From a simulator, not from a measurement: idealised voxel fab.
voxel quadruple lines: a process module
Section cut is 230 nm wide and gridded with 5 nm square cells.
Bands, listed from the top down, are how a cross-section gets written in this document; the cross-section itself is a grid of square cells, and a band is one or more rows of them. Band: top and bottom heights (nm) first, top before bottom; then materials from left to right, widths in nm. "all across" marks a sole material filling the band edge to edge. "blank" denotes empty space. Ref level 0: as-received wafer is one material below here. Bottom band extends down with no lower bound ("from 0 down"). The width entry "30 to 40" should be interpreted row by row: the top row of cells in the band takes the first number, the bottom row takes the second number, and the change between adjacent rows is uniform throughout. A step reported as "nothing changed" is a step in which no cell of the cross-section changed. Voids not open to the top, 8 cells minimum: see "Enclosed voids". Written width x height at distance; distance is from the left edge; nm. Post-settings text on a step line: simulator's own remark regarding the step. "overlay nm" answers the question of how far to the right of plan the mask lay on a step that has a mask, and when it is negative the answer is to the left.

Steps planned for the process
1) RECEIVE | material Si
2) CONFORMAL_DEP | material SiO2 | thk nm 5
3) DIRECTIONAL_DEP | material W | thk nm 15
4) DIRECTIONAL_DEP | material polySi | thk nm 20
5) DIRECTIONAL_DEP | material aC | thk nm 20
6) PATTERN | tone cover | mask id MANDREL | material resist | width nm 30 | pitch nm 80 | thk nm 25 | overlay nm 0
7) DIRECTIONAL_ETCH | etch materials aC | depth nm 20
8) STRIP | etch materials resist
9) CONFORMAL_DEP | material SiO2 | thk nm 10
10) DIRECTIONAL_ETCH | etch materials SiO2 | depth nm 10
11) STRIP | etch materials aC
12) DIRECTIONAL_ETCH | etch materials polySi | depth nm 20
13) STRIP | etch materials SiO2
14) CONFORMAL_DEP | material SiCN | thk nm 10
15) DIRECTIONAL_ETCH | etch materials SiCN | depth nm 10
16) STRIP | etch materials polySi
17) DIRECTIONAL_ETCH | etch materials W | depth nm 15
18) STRIP | etch materials SiCN
19) FILL_DEP | material SiO2 | thk nm 5
20) CMP | height nm 20

Cross-section of the wafer upon arrival, representing the state reached after step 1
- from 0 down = Si all across
- Enclosed voids: none

Final cross-section, module run with one mistake (start and plan as above)
- from 20 to 15 = 40 nm SiO2, then 10 nm W, then 10 nm SiO2, then 10 nm W, then 10 nm SiO2, then 10 nm W, then 10 nm SiO2, then 10 nm W, then 10 nm SiO2, then 10 nm W, then 10 nm SiO2, then 10 nm W, then 10 nm SiO2, then 10 nm W, then 10 nm SiO2, then 10 nm W, then 40 nm SiO2
- from 15 to 0 = SiO2 all across
- from 0 down = Si all across
- Enclosed voids: none
What was the processing mistake? note that step 2 departed from the planned setting and was carried out as CONFORMAL_DEP | material SiO2 | thk nm 15
